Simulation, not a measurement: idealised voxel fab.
process module | voxel transistor to metal
cross-section cut | 290 nm wide | cells 5 nm
A cross-section is a grid of square cells, given in bands from the top down. A band is one or more rows of cells.
Each band's line starts with the height of the band's top and of its bottom, in nm. Then come its materials from left to right, each with its width in nm. One material with "throughout" fills the band from edge to edge. "air" is empty space.
Height 0 is the level under which the wafer as received is all one material. The lowest band goes on downwards, as in "0 down".
A width such as "30 to 40" changes by the same amount from each row of cells to the next, from the band's top row to its bottom row.
"no change" after a step means that no cell of the cross-section changed.
closed voids: empty space of 8 cells or more with no open way to the top, each as width x height at its distance from the left edge, in nm
after a step's settings: what the simulator itself notes on the step
overlay nm, on a step with a mask: how far to the right of its planned place the mask lay; to the left if negative
Each pair below shows a cross-section before one step and the cross-section after it, down to the lowest band that changed. The line under each pair gives the step between them, with its settings. The pairs can come from different runs of this module on the same starting wafer, so a pair continues from the pair above only where its "before" says so.
before
  0 down: Si throughout
  closed voids: none
after
  5 to 0: SiO2 throughout
  below 0: unchanged
  closed voids: none
the step between: op CONFORMAL_DEP | material SiO2 | thk nm 5
before: the cross-section after the pair above
after
  15 to 5: SiN throughout
  below 5: unchanged
  closed voids: none
the step between: op CONFORMAL_DEP | material SiN | thk nm 10
before: the cross-section after the pair above
after
  15 to 5: air 20 | SiN 115 | air 20 | SiN 115 | air 20
  below 5: unchanged
  closed voids: none
the step between: op MASKED_ETCH | tone cover | mask id ACTIVE | width nm 115 | pitch nm 135 | etch materials SiN | depth nm 10 | overlay nm 0
before: the cross-section after the pair above
after
  15 to 5: air 20 | SiN 115 | air 20 | SiN 115 | air 20
  5 to 0: air 20 | SiO2 115 | air 20 | SiO2 115 | air 20
  below 0: unchanged
  closed voids: none
the step between: op MASKED_ETCH | tone cover | mask id ACTIVE | width nm 115 | pitch nm 135 | etch materials SiO2 | depth nm 5 | overlay nm 0
before: the cross-section after the pair above
after
  15 to 5: air 20 | SiN 115 | air 20 | SiN 115 | air 20
  5 to 0: air 20 | SiO2 115 | air 20 | SiO2 115 | air 20
  0 to -30: air 20 | Si 115 | air 20 | Si 115 | air 20
  below -30: unchanged
  closed voids: none
the step between: op MASKED_ETCH | tone cover | mask id ACTIVE | width nm 115 | pitch nm 135 | etch materials Si | depth nm 30 | overlay nm 0
before: the cross-section after the pair above
after
  20 to 15: SiO2 throughout
  15 to 5: SiO2 20 | SiN 115 | SiO2 20 | SiN 115 | SiO2 20
  5 to 0: SiO2 throughout
  0 to -30: SiO2 20 | Si 115 | SiO2 20 | Si 115 | SiO2 20
  below -30: unchanged
  closed voids: none
the step between: op FILL_DEP | material SiO2 | thk nm 5
before: the cross-section after the pair above
after
  15 to 5: SiO2 20 | SiN 115 | SiO2 20 | SiN 115 | SiO2 20
  below 5: unchanged
  closed voids: none
the step between: op CMP | height nm 15
before: the cross-section after the pair above
after
  15 to 10: air 20 | SiN 115 | air 20 | SiN 115 | air 20
  below 10: unchanged
  closed voids: none
the step between: op SELECTIVE_ETCH | etch materials SiO2 | depth nm 5
before: the cross-section after the pair above
after
  10 to 5: SiO2 20 | air 115 | SiO2 20 | air 115 | SiO2 20
  below 5: unchanged
  closed voids: none
the step between: op STRIP | etch materials SiN
before: the cross-section after the pair above
after
  5 to 0: SiO2 15 | air 125 | SiO2 10 | air 125 | SiO2 15
  below 0: unchanged
  closed voids: none
the step between: op SELECTIVE_ETCH | etch materials SiO2 | depth nm 5
before: the cross-section after the pair above
after
  5 to 0: SiO2 15 | air 125 | SiO2 10 | air 125 | SiO2 15
  0 to -5: SiO2 throughout
  below -5: unchanged
  closed voids: none
the step between: op OXIDIZE | depth nm 5
before: the cross-section after the pair above
after
  35 to 30: polySi 15 | air 125 | polySi 10 | air 125 | polySi 15
  30 to 5: polySi throughout
  5 to 0: SiO2 15 | polySi 125 | SiO2 10 | polySi 125 | SiO2 15
  below 0: unchanged
  closed voids: none
the step between: op DIRECTIONAL_DEP | material polySi | thk nm 30
before: the cross-section after the pair above
after
  45 to 40: SiCN 15 | air 125 | SiCN 10 | air 125 | SiCN 15
  40 to 35: SiCN throughout
  35 to 30: polySi 15 | SiCN 125 | polySi 10 | SiCN 125 | polySi 15
  below 30: unchanged
  closed voids: none
the step between: op DIRECTIONAL_DEP | material SiCN | thk nm 10
before: the cross-section after the pair above
after
  65 to 45: air 60 | resist 35 | air 100 | resist 35 | air 60
  45 to 40: SiCN 15 | air 45 | resist 35 | air 45 | SiCN 10 | air 45 | resist 35 | air 45 | SiCN 15
  below 40: unchanged
  closed voids: none
the step between: op PATTERN | tone cover | mask id GATE | material resist | width nm 35 | pitch nm 135 | thk nm 20 | overlay nm 0
before: the cross-section after the pair above
after
  65 to 40: air 60 | resist 35 | air 100 | resist 35 | air 60
  40 to 35: air 60 | SiCN 35 | air 100 | SiCN 35 | air 60
  35 to 30: polySi 15 | air 45 | SiCN 35 | air 45 | polySi 10 | air 45 | SiCN 35 | air 45 | polySi 15
  below 30: unchanged
  closed voids: none
the step between: op DIRECTIONAL_ETCH | etch materials SiCN | depth nm 20
before: the cross-section after the pair above
after
  65 to 40: air 60 | resist 35 | air 100 | resist 35 | air 60
  40 to 30: air 60 | SiCN 35 | air 100 | SiCN 35 | air 60
  30 to 5: air 60 | polySi 35 | air 100 | polySi 35 | air 60
  5 to 0: SiO2 15 | air 45 | polySi 35 | air 45 | SiO2 10 | air 45 | polySi 35 | air 45 | SiO2 15
  below 0: unchanged
  closed voids: none
the step between: op DIRECTIONAL_ETCH | etch materials polySi | depth nm 40
before: the cross-section after the pair above
after
  40 to 30: air 60 | SiCN 35 | air 100 | SiCN 35 | air 60
  below 30: unchanged
  closed voids: none
the step between: op STRIP | etch materials resist
before: the cross-section after the pair above
after
  45 to 40: air 55 | SiO2 45 | air 90 | SiO2 45 | air 55
  40 to 30: air 55 | SiO2 5 | SiCN 35 | SiO2 5 | air 90 | SiO2 5 | SiCN 35 | SiO2 5 | air 55
  30 to 10: air 55 | SiO2 5 | polySi 35 | SiO2 5 | air 90 | SiO2 5 | polySi 35 | SiO2 5 | air 55
  10 to 5: SiO2 20 | air 35 | SiO2 5 | polySi 35 | SiO2 5 | air 35 | SiO2 20 | air 35 | SiO2 5 | polySi 35 | SiO2 5 | air 35 | SiO2 20
  5 to 0: SiO2 60 | polySi 35 | SiO2 100 | polySi 35 | SiO2 60
  below 0: unchanged
  closed voids: none
the step between: op CONFORMAL_DEP | material SiO2 | thk nm 5
before: the cross-section after the pair above
after
  40 to 30: air 55 | SiO2 5 | SiCN 35 | SiO2 5 | air 90 | SiO2 5 | SiCN 35 | SiO2 5 | air 55
  30 to 5: air 55 | SiO2 5 | polySi 35 | SiO2 5 | air 90 | SiO2 5 | polySi 35 | SiO2 5 | air 55
  5 to 0: SiO2 20 | air 35 | SiO2 5 | polySi 35 | SiO2 5 | air 35 | SiO2 20 | air 35 | SiO2 5 | polySi 35 | SiO2 5 | air 35 | SiO2 20
  below 0: unchanged
  closed voids: none
the step between: op DIRECTIONAL_ETCH | etch materials SiO2 | depth nm 5
before: the cross-section after the pair above
after
  50 to 40: air 45 | SiN 65 | air 70 | SiN 65 | air 45
  40 to 30: air 45 | SiN 10 | SiO2 5 | SiCN 35 | SiO2 5 | SiN 10 | air 70 | SiN 10 | SiO2 5 | SiCN 35 | SiO2 5 | SiN 10 | air 45
  30 to 15: air 45 | SiN 10 | SiO2 5 | polySi 35 | SiO2 5 | SiN 10 | air 70 | SiN 10 | SiO2 5 | polySi 35 | SiO2 5 | SiN 10 | air 45
  15 to 10: SiN 30 | air 15 | SiN 10 | SiO2 5 | polySi 35 | SiO2 5 | SiN 10 | air 15 | SiN 40 | air 15 | SiN 10 | SiO2 5 | polySi 35 | SiO2 5 | SiN 10 | air 15 | SiN 30
  10 to 5: SiN 55 | SiO2 5 | polySi 35 | SiO2 5 | SiN 90 | SiO2 5 | polySi 35 | SiO2 5 | SiN 55
  5 to 0: SiO2 20 | SiN 35 | SiO2 5 | polySi 35 | SiO2 5 | SiN 35 | SiO2 20 | SiN 35 | SiO2 5 | polySi 35 | SiO2 5 | SiN 35 | SiO2 20
  below 0: unchanged
  closed voids: none
the step between: op CONFORMAL_DEP | material SiN | thk nm 10
before: the cross-section after the pair above
after
  40 to 30: air 45 | SiN 10 | SiO2 5 | SiCN 35 | SiO2 5 | SiN 10 | air 70 | SiN 10 | SiO2 5 | SiCN 35 | SiO2 5 | SiN 10 | air 45
  30 to 5: air 45 | SiN 10 | SiO2 5 | polySi 35 | SiO2 5 | SiN 10 | air 70 | SiN 10 | SiO2 5 | polySi 35 | SiO2 5 | SiN 10 | air 45
  5 to 0: SiO2 20 | SiN 10 | air 15 | SiN 10 | SiO2 5 | polySi 35 | SiO2 5 | SiN 10 | air 15 | SiN 10 | SiO2 20 | SiN 10 | air 15 | SiN 10 | SiO2 5 | polySi 35 | SiO2 5 | SiN 10 | air 15 | SiN 10 | SiO2 20
  below 0: unchanged
  closed voids: none
the step between: op DIRECTIONAL_ETCH | etch materials SiN | depth nm 10
before: the cross-section after the pair above
after
  40 to 35: air 45 | SiN 10 | air 5 | SiCN 35 | air 5 | SiN 10 | air 70 | SiN 10 | air 5 | SiCN 35 | air 5 | SiN 10 | air 45
  35 to 30: air 45 | SiN 10 | SiO2 5 | SiCN 35 | SiO2 5 | SiN 10 | air 70 | SiN 10 | SiO2 5 | SiCN 35 | SiO2 5 | SiN 10 | air 45
  30 to 5: air 45 | SiN 10 | SiO2 5 | polySi 35 | SiO2 5 | SiN 10 | air 70 | SiN 10 | SiO2 5 | polySi 35 | SiO2 5 | SiN 10 | air 45
  5 to 0: air 20 | SiN 10 | air 15 | SiN 10 | SiO2 5 | polySi 35 | SiO2 5 | SiN 10 | air 15 | SiN 10 | air 20 | SiN 10 | air 15 | SiN 10 | SiO2 5 | polySi 35 | SiO2 5 | SiN 10 | air 15 | SiN 10 | air 20
  0 to -5: SiO2 30 | air 15 | SiO2 65 | air 15 | SiO2 40 | air 15 | SiO2 65 | air 15 | SiO2 30
  below -5: unchanged
  closed voids: none
the step between: op DIRECTIONAL_ETCH | etch materials SiO2 | depth nm 5
before: the cross-section after the pair above
after
  40 to 35: air 45 | SiN 10 | air 5 | SiCN 35 | air 5 | SiN 10 | air 70 | SiN 10 | air 5 | SiCN 35 | air 5 | SiN 10 | air 45
  35 to 30: air 45 | SiN 10 | SiO2 5 | SiCN 35 | SiO2 5 | SiN 10 | air 70 | SiN 10 | SiO2 5 | SiCN 35 | SiO2 5 | SiN 10 | air 45
  30 to 5: air 45 | SiN 10 | SiO2 5 | polySi 35 | SiO2 5 | SiN 10 | air 70 | SiN 10 | SiO2 5 | polySi 35 | SiO2 5 | SiN 10 | air 45
  5 to 0: air 20 | SiN 10 | air 15 | SiN 10 | SiO2 5 | polySi 35 | SiO2 5 | SiN 10 | air 15 | SiN 10 | air 20 | SiN 10 | air 15 | SiN 10 | SiO2 5 | polySi 35 | SiO2 5 | SiN 10 | air 15 | SiN 10 | air 20
  0 to -5: SiO2 30 | SiGe 15 | SiO2 65 | SiGe 15 | SiO2 40 | SiGe 15 | SiO2 65 | SiGe 15 | SiO2 30
  below -5: unchanged
  closed voids: none
the step between: op EPI | material SiGe | thk nm 5
before: the cross-section after the pair above
after
  50 to 40: SiO2 throughout
  40 to 30: SiO2 45 | SiN 10 | SiO2 5 | SiCN 35 | SiO2 5 | SiN 10 | SiO2 70 | SiN 10 | SiO2 5 | SiCN 35 | SiO2 5 | SiN 10 | SiO2 45
  30 to 5: SiO2 45 | SiN 10 | SiO2 5 | polySi 35 | SiO2 5 | SiN 10 | SiO2 70 | SiN 10 | SiO2 5 | polySi 35 | SiO2 5 | SiN 10 | SiO2 45
  5 to 0: SiO2 20 | SiN 10 | SiO2 15 | SiN 10 | SiO2 5 | polySi 35 | SiO2 5 | SiN 10 | SiO2 15 | SiN 10 | SiO2 20 | SiN 10 | SiO2 15 | SiN 10 | SiO2 5 | polySi 35 | SiO2 5 | SiN 10 | SiO2 15 | SiN 10 | SiO2 20
  below 0: unchanged
  closed voids: none
the step between: op FILL_DEP | material SiO2 | thk nm 10
before: the cross-section after the pair above
after
  30 to 5: SiO2 45 | SiN 10 | SiO2 5 | polySi 35 | SiO2 5 | SiN 10 | SiO2 70 | SiN 10 | SiO2 5 | polySi 35 | SiO2 5 | SiN 10 | SiO2 45
  below 5: unchanged
  closed voids: none
the step between: op CMP | height nm 30
before: the cross-section after the pair above
after
  30 to 5: SiO2 45 | SiN 10 | SiO2 5 | air 35 | SiO2 5 | SiN 10 | SiO2 70 | SiN 10 | SiO2 5 | air 35 | SiO2 5 | SiN 10 | SiO2 45
  5 to 0: SiO2 20 | SiN 10 | SiO2 15 | SiN 10 | SiO2 5 | air 35 | SiO2 5 | SiN 10 | SiO2 15 | SiN 10 | SiO2 20 | SiN 10 | SiO2 15 | SiN 10 | SiO2 5 | air 35 | SiO2 5 | SiN 10 | SiO2 15 | SiN 10 | SiO2 20
  below 0: unchanged
  closed voids: none
the step between: op STRIP | etch materials polySi
before: the cross-section after the pair above
after
  30 to 25: air 45 | SiN 10 | air 45 | SiN 10 | air 70 | SiN 10 | air 45 | SiN 10 | air 45
  25 to 5: SiO2 45 | SiN 10 | air 45 | SiN 10 | SiO2 70 | SiN 10 | air 45 | SiN 10 | SiO2 45
  5 to 0: SiO2 20 | SiN 10 | SiO2 15 | SiN 10 | air 45 | SiN 10 | SiO2 15 | SiN 10 | SiO2 20 | SiN 10 | SiO2 15 | SiN 10 | air 45 | SiN 10 | SiO2 15 | SiN 10 | SiO2 20
  0 to -5: SiO2 30 | SiGe 15 | SiO2 10 | air 45 | SiO2 10 | SiGe 15 | SiO2 40 | SiGe 15 | SiO2 10 | air 45 | SiO2 10 | SiGe 15 | SiO2 30
  below -5: unchanged
  closed voids: none
the step between: op SELECTIVE_ETCH | etch materials SiO2 | depth nm 5
before: the cross-section after the pair above
after
  35 to 30: air 40 | HfO2 20 | air 35 | HfO2 20 | air 60 | HfO2 20 | air 35 | HfO2 20 | air 40
  30 to 25: HfO2 45 | SiN 10 | HfO2 5 | air 35 | HfO2 5 | SiN 10 | HfO2 70 | SiN 10 | HfO2 5 | air 35 | HfO2 5 | SiN 10 | HfO2 45
  25 to 5: SiO2 45 | SiN 10 | HfO2 5 | air 35 | HfO2 5 | SiN 10 | SiO2 70 | SiN 10 | HfO2 5 | air 35 | HfO2 5 | SiN 10 | SiO2 45
  5 to 0: SiO2 20 | SiN 10 | SiO2 15 | SiN 10 | HfO2 5 | air 35 | HfO2 5 | SiN 10 | SiO2 15 | SiN 10 | SiO2 20 | SiN 10 | SiO2 15 | SiN 10 | HfO2 5 | air 35 | HfO2 5 | SiN 10 | SiO2 15 | SiN 10 | SiO2 20
  0 to -5: SiO2 30 | SiGe 15 | SiO2 10 | HfO2 45 | SiO2 10 | SiGe 15 | SiO2 40 | SiGe 15 | SiO2 10 | HfO2 45 | SiO2 10 | SiGe 15 | SiO2 30
  below -5: unchanged
  closed voids: none
the step between: op CONFORMAL_DEP | material HfO2 | thk nm 5
before: the cross-section after the pair above
after
  40 to 35: air 35 | TiN 30 | air 25 | TiN 30 | air 50 | TiN 30 | air 25 | TiN 30 | air 35
  35 to 30: TiN 40 | HfO2 20 | TiN 5 | air 25 | TiN 5 | HfO2 20 | TiN 60 | HfO2 20 | TiN 5 | air 25 | TiN 5 | HfO2 20 | TiN 40
  30 to 25: HfO2 45 | SiN 10 | HfO2 5 | TiN 5 | air 25 | TiN 5 | HfO2 5 | SiN 10 | HfO2 70 | SiN 10 | HfO2 5 | TiN 5 | air 25 | TiN 5 | HfO2 5 | SiN 10 | HfO2 45
  25 to 5: SiO2 45 | SiN 10 | HfO2 5 | TiN 5 | air 25 | TiN 5 | HfO2 5 | SiN 10 | SiO2 70 | SiN 10 | HfO2 5 | TiN 5 | air 25 | TiN 5 | HfO2 5 | SiN 10 | SiO2 45
  5 to 0: SiO2 20 | SiN 10 | SiO2 15 | SiN 10 | HfO2 5 | TiN 35 | HfO2 5 | SiN 10 | SiO2 15 | SiN 10 | SiO2 20 | SiN 10 | SiO2 15 | SiN 10 | HfO2 5 | TiN 35 | HfO2 5 | SiN 10 | SiO2 15 | SiN 10 | SiO2 20
  below 0: unchanged
  closed voids: none
the step between: op CONFORMAL_DEP | material TiN | thk nm 5
before: the cross-section after the pair above
after
  50 to 40: W throughout
  40 to 35: W 35 | TiN 30 | W 25 | TiN 30 | W 50 | TiN 30 | W 25 | TiN 30 | W 35
  35 to 30: TiN 40 | HfO2 20 | TiN 5 | W 25 | TiN 5 | HfO2 20 | TiN 60 | HfO2 20 | TiN 5 | W 25 | TiN 5 | HfO2 20 | TiN 40
  30 to 25: HfO2 45 | SiN 10 | HfO2 5 | TiN 5 | W 25 | TiN 5 | HfO2 5 | SiN 10 | HfO2 70 | SiN 10 | HfO2 5 | TiN 5 | W 25 | TiN 5 | HfO2 5 | SiN 10 | HfO2 45
  25 to 5: SiO2 45 | SiN 10 | HfO2 5 | TiN 5 | W 25 | TiN 5 | HfO2 5 | SiN 10 | SiO2 70 | SiN 10 | HfO2 5 | TiN 5 | W 25 | TiN 5 | HfO2 5 | SiN 10 | SiO2 45
  below 5: unchanged
  closed voids: none
the step between: op FILL_DEP | material W | thk nm 10
before: the cross-section after the pair above
after
  25 to 5: SiO2 45 | SiN 10 | HfO2 5 | TiN 5 | W 25 | TiN 5 | HfO2 5 | SiN 10 | SiO2 70 | SiN 10 | HfO2 5 | TiN 5 | W 25 | TiN 5 | HfO2 5 | SiN 10 | SiO2 45
  below 5: unchanged
  closed voids: none
the step between: op CMP | height nm 25
before: the cross-section after the pair above
after
  40 to 25: SiO2 throughout
  below 25: unchanged
  closed voids: none
the step between: op DIRECTIONAL_DEP | material SiO2 | thk nm 15
before: the cross-section after the pair above
after
  55 to 40: resist 25 | air 15 | resist 75 | air 15 | resist 30 | air 15 | resist 75 | air 15 | resist 25
  below 40: unchanged
  closed voids: none
the step between: op PATTERN | tone open | mask id CONTACT | material resist | width nm 15 | thk nm 15 | overlay nm 0
before: the cross-section after the pair above
after
  55 to 40: resist 25 | air 15 | resist 75 | air 15 | resist 30 | air 15 | resist 75 | air 15 | resist 25
  40 to 25: SiO2 25 | air 15 | SiO2 75 | air 15 | SiO2 30 | air 15 | SiO2 75 | air 15 | SiO2 25
  25 to 5: SiO2 25 | air 15 | SiO2 5 | SiN 10 | HfO2 5 | TiN 5 | W 25 | TiN 5 | HfO2 5 | SiN 10 | SiO2 5 | air 15 | SiO2 30 | air 15 | SiO2 5 | SiN 10 | HfO2 5 | TiN 5 | W 25 | TiN 5 | HfO2 5 | SiN 10 | SiO2 5 | air 15 | SiO2 25
  5 to 0: SiO2 20 | SiN 10 | air 10 | SiO2 5 | SiN 10 | HfO2 5 | TiN 35 | HfO2 5 | SiN 10 | SiO2 5 | air 10 | SiN 10 | SiO2 20 | SiN 10 | air 10 | SiO2 5 | SiN 10 | HfO2 5 | TiN 35 | HfO2 5 | SiN 10 | SiO2 5 | air 10 | SiN 10 | SiO2 20
  below 0: unchanged
  closed voids: none
the step between: op DIRECTIONAL_ETCH | etch materials SiO2 | depth nm 40
before: the cross-section after the pair above
after
  40 to 25: SiO2 25 | air 15 | SiO2 75 | air 15 | SiO2 30 | air 15 | SiO2 75 | air 15 | SiO2 25
  below 25: unchanged
  closed voids: none
the step between: op STRIP | etch materials resist
before: the cross-section after the pair above
after
  45 to 40: TiN 30 | air 5 | TiN 85 | air 5 | TiN 40 | air 5 | TiN 85 | air 5 | TiN 30
  40 to 25: SiO2 25 | TiN 5 | air 5 | TiN 5 | SiO2 75 | TiN 5 | air 5 | TiN 5 | SiO2 30 | TiN 5 | air 5 | TiN 5 | SiO2 75 | TiN 5 | air 5 | TiN 5 | SiO2 25
  25 to 10: SiO2 25 | TiN 5 | air 5 | TiN 5 | SiO2 5 | SiN 10 | HfO2 5 | TiN 5 | W 25 | TiN 5 | HfO2 5 | SiN 10 | SiO2 5 | TiN 5 | air 5 | TiN 5 | SiO2 30 | TiN 5 | air 5 | TiN 5 | SiO2 5 | SiN 10 | HfO2 5 | TiN 5 | W 25 | TiN 5 | HfO2 5 | SiN 10 | SiO2 5 | TiN 5 | air 5 | TiN 5 | SiO2 25
  10 to 5: SiO2 25 | TiN 15 | SiO2 5 | SiN 10 | HfO2 5 | TiN 5 | W 25 | TiN 5 | HfO2 5 | SiN 10 | SiO2 5 | TiN 15 | SiO2 30 | TiN 15 | SiO2 5 | SiN 10 | HfO2 5 | TiN 5 | W 25 | TiN 5 | HfO2 5 | SiN 10 | SiO2 5 | TiN 15 | SiO2 25
  5 to 0: SiO2 20 | SiN 10 | TiN 10 | SiO2 5 | SiN 10 | HfO2 5 | TiN 35 | HfO2 5 | SiN 10 | SiO2 5 | TiN 10 | SiN 10 | SiO2 20 | SiN 10 | TiN 10 | SiO2 5 | SiN 10 | HfO2 5 | TiN 35 | HfO2 5 | SiN 10 | SiO2 5 | TiN 10 | SiN 10 | SiO2 20
  below 0: unchanged
  closed voids: none
the step between: op CONFORMAL_DEP | material TiN | thk nm 5
before: the cross-section after the pair above
after
  50 to 45: Ru throughout
  45 to 40: TiN 30 | Ru 5 | TiN 85 | Ru 5 | TiN 40 | Ru 5 | TiN 85 | Ru 5 | TiN 30
  40 to 25: SiO2 25 | TiN 5 | Ru 5 | TiN 5 | SiO2 75 | TiN 5 | Ru 5 | TiN 5 | SiO2 30 | TiN 5 | Ru 5 | TiN 5 | SiO2 75 | TiN 5 | Ru 5 | TiN 5 | SiO2 25
  25 to 10: SiO2 25 | TiN 5 | Ru 5 | TiN 5 | SiO2 5 | SiN 10 | HfO2 5 | TiN 5 | W 25 | TiN 5 | HfO2 5 | SiN 10 | SiO2 5 | TiN 5 | Ru 5 | TiN 5 | SiO2 30 | TiN 5 | Ru 5 | TiN 5 | SiO2 5 | SiN 10 | HfO2 5 | TiN 5 | W 25 | TiN 5 | HfO2 5 | SiN 10 | SiO2 5 | TiN 5 | Ru 5 | TiN 5 | SiO2 25
  below 10: unchanged
  closed voids: none
the step between: op FILL_DEP | material Ru | thk nm 5
before: the cross-section after the pair above
after
  40 to 25: SiO2 25 | TiN 5 | Ru 5 | TiN 5 | SiO2 75 | TiN 5 | Ru 5 | TiN 5 | SiO2 30 | TiN 5 | Ru 5 | TiN 5 | SiO2 75 | TiN 5 | Ru 5 | TiN 5 | SiO2 25
  below 25: unchanged
  closed voids: none
the step between: op CMP | height nm 40
before: the cross-section after the pair above
after
  45 to 40: TiN throughout
  below 40: unchanged
  closed voids: none
the step between: op DIRECTIONAL_DEP | material TiN | thk nm 5
before: the cross-section after the pair above
after
  60 to 45: Ru throughout
  below 45: unchanged
  closed voids: none
the step between: op DIRECTIONAL_DEP | material Ru | thk nm 15
before: the cross-section after the pair above
after
  60 to 45: air 25 | Ru 15 | air 75 | Ru 15 | air 30 | Ru 15 | air 75 | Ru 15 | air 25
  below 45: unchanged
  closed voids: none
the step between: op MASKED_ETCH | tone cover | mask id METAL_1 | width nm 15 | etch materials Ru | depth nm 15 | overlay nm 0
before: the cross-section after the pair above
after
  60 to 45: air 25 | Ru 15 | air 75 | Ru 15 | air 30 | Ru 15 | air 75 | Ru 15 | air 25
  45 to 40: air 25 | TiN 15 | air 75 | TiN 15 | air 30 | TiN 15 | air 75 | TiN 15 | air 25
  below 40: unchanged
  closed voids: none
the step between: op MASKED_ETCH | tone cover | mask id METAL_1 | width nm 15 | etch materials TiN | depth nm 5 | overlay nm 0
before: the cross-section after the pair above
after
  70 to 60: lowk throughout
  60 to 45: lowk 25 | Ru 15 | lowk 75 | Ru 15 | lowk 30 | Ru 15 | lowk 75 | Ru 15 | lowk 25
  45 to 40: lowk 25 | TiN 15 | lowk 75 | TiN 15 | lowk 30 | TiN 15 | lowk 75 | TiN 15 | lowk 25
  below 40: unchanged
  closed voids: none
the step between: op FILL_DEP | material lowk | thk nm 10
before: the cross-section after the pair above
after
  60 to 45: lowk 25 | Ru 15 | lowk 75 | Ru 15 | lowk 30 | Ru 15 | lowk 75 | Ru 15 | lowk 25
  below 45: unchanged
  closed voids: none
the step between: op CMP | height nm 60
before: the cross-section after the pair above
after
  65 to 60: SiN throughout
  below 60: unchanged
  closed voids: none
the step between: op CONFORMAL_DEP | material SiN | thk nm 5
before
  40 to 30: air 55 | SiO2 5 | SiCN 35 | SiO2 5 | air 90 | SiO2 5 | SiCN 35 | SiO2 5 | air 55
  30 to 5: air 55 | SiO2 5 | polySi 35 | SiO2 5 | air 90 | SiO2 5 | polySi 35 | SiO2 5 | air 55
  5 to 0: SiO2 20 | air 35 | SiO2 5 | polySi 35 | SiO2 5 | air 35 | SiO2 20 | air 35 | SiO2 5 | polySi 35 | SiO2 5 | air 35 | SiO2 20
  0 to -5: SiO2 throughout
  -5 to -30: SiO2 20 | Si 115 | SiO2 20 | Si 115 | SiO2 20
  -30 down: Si throughout
  closed voids: none
after
  40 to 35: air 60 | SiCN 35 | air 100 | SiCN 35 | air 60
  35 to 30: air 55 | SiO2 5 | SiCN 35 | SiO2 5 | air 90 | SiO2 5 | SiCN 35 | SiO2 5 | air 55
  30 to 0: air 55 | SiO2 5 | polySi 35 | SiO2 5 | air 90 | SiO2 5 | polySi 35 | SiO2 5 | air 55
  0 to -5: SiO2 20 | air 35 | SiO2 45 | air 35 | SiO2 20 | air 35 | SiO2 45 | air 35 | SiO2 20
  below -5: unchanged
  closed voids: none
the step between: op DIRECTIONAL_ETCH | etch materials SiO2 | depth nm 5
before: the cross-section after the pair above
after
  40 to 35: air 60 | SiCN 35 | air 100 | SiCN 35 | air 60
  35 to 30: air 55 | SiO2 5 | SiCN 35 | SiO2 5 | air 90 | SiO2 5 | SiCN 35 | SiO2 5 | air 55
  30 to 0: air 55 | SiO2 5 | polySi 35 | SiO2 5 | air 90 | SiO2 5 | polySi 35 | SiO2 5 | air 55
  0 to -5: SiO2 20 | SiGe 35 | SiO2 45 | SiGe 35 | SiO2 20 | SiGe 35 | SiO2 45 | SiGe 35 | SiO2 20
  below -5: unchanged
  closed voids: none
the step between: op EPI | material SiGe | thk nm 5
before: the cross-section after the pair above
after
  50 to 40: SiO2 throughout
  40 to 30: SiO2 60 | SiCN 35 | SiO2 100 | SiCN 35 | SiO2 60
  30 to 0: SiO2 60 | polySi 35 | SiO2 100 | polySi 35 | SiO2 60
  below 0: unchanged
  closed voids: none
the step between: op FILL_DEP | material SiO2 | thk nm 10
before: the cross-section after the pair above
after
  30 to 0: SiO2 60 | polySi 35 | SiO2 100 | polySi 35 | SiO2 60
  below 0: unchanged
  closed voids: none
the step between: op CMP | height nm 30
before: the cross-section after the pair above
after
  30 to 0: SiO2 60 | air 35 | SiO2 100 | air 35 | SiO2 60
  below 0: unchanged
  closed voids: none
the step between: op STRIP | etch materials polySi
before: the cross-section after the pair above
after
  25 to 0: SiO2 55 | air 45 | SiO2 90 | air 45 | SiO2 55
  0 to -5: SiO2 20 | SiGe 35 | air 45 | SiGe 35 | SiO2 20 | SiGe 35 | air 45 | SiGe 35 | SiO2 20
  below -5: unchanged
  closed voids: none
the step between: op SELECTIVE_ETCH | etch materials SiO2 | depth nm 5
before: the cross-section after the pair above
after
  30 to 25: HfO2 60 | air 35 | HfO2 100 | air 35 | HfO2 60
  25 to 0: SiO2 55 | HfO2 5 | air 35 | HfO2 5 | SiO2 90 | HfO2 5 | air 35 | HfO2 5 | SiO2 55
  0 to -5: SiO2 20 | SiGe 35 | HfO2 45 | SiGe 35 | SiO2 20 | SiGe 35 | HfO2 45 | SiGe 35 | SiO2 20
  below -5: unchanged
  closed voids: none
the step between: op CONFORMAL_DEP | material HfO2 | thk nm 5
before: the cross-section after the pair above
after
  35 to 30: TiN 65 | air 25 | TiN 110 | air 25 | TiN 65
  30 to 25: HfO2 60 | TiN 5 | air 25 | TiN 5 | HfO2 100 | TiN 5 | air 25 | TiN 5 | HfO2 60
  25 to 5: SiO2 55 | HfO2 5 | TiN 5 | air 25 | TiN 5 | HfO2 5 | SiO2 90 | HfO2 5 | TiN 5 | air 25 | TiN 5 | HfO2 5 | SiO2 55
  5 to 0: SiO2 55 | HfO2 5 | TiN 35 | HfO2 5 | SiO2 90 | HfO2 5 | TiN 35 | HfO2 5 | SiO2 55
  below 0: unchanged
  closed voids: none
the step between: op CONFORMAL_DEP | material TiN | thk nm 5
before: the cross-section after the pair above
after
  45 to 35: W throughout
  35 to 30: TiN 65 | W 25 | TiN 110 | W 25 | TiN 65
  30 to 25: HfO2 60 | TiN 5 | W 25 | TiN 5 | HfO2 100 | TiN 5 | W 25 | TiN 5 | HfO2 60
  25 to 5: SiO2 55 | HfO2 5 | TiN 5 | W 25 | TiN 5 | HfO2 5 | SiO2 90 | HfO2 5 | TiN 5 | W 25 | TiN 5 | HfO2 5 | SiO2 55
  below 5: unchanged
  closed voids: none
the step between: op FILL_DEP | material W | thk nm 10
before: the cross-section after the pair above
after
  25 to 5: SiO2 55 | HfO2 5 | TiN 5 | W 25 | TiN 5 | HfO2 5 | SiO2 90 | HfO2 5 | TiN 5 | W 25 | TiN 5 | HfO2 5 | SiO2 55
  below 5: unchanged
  closed voids: none
the step between: op CMP | height nm 25
before: the cross-section after the pair above
after
  40 to 25: SiO2 throughout
  below 25: unchanged
  closed voids: none
the step between: op DIRECTIONAL_DEP | material SiO2 | thk nm 15
before: the cross-section after the pair above
after
  55 to 40: resist 25 | air 15 | resist 75 | air 15 | resist 30 | air 15 | resist 75 | air 15 | resist 25
  below 40: unchanged
  closed voids: none
the step between: op PATTERN | tone open | mask id CONTACT | material resist | width nm 15 | thk nm 15 | overlay nm 0
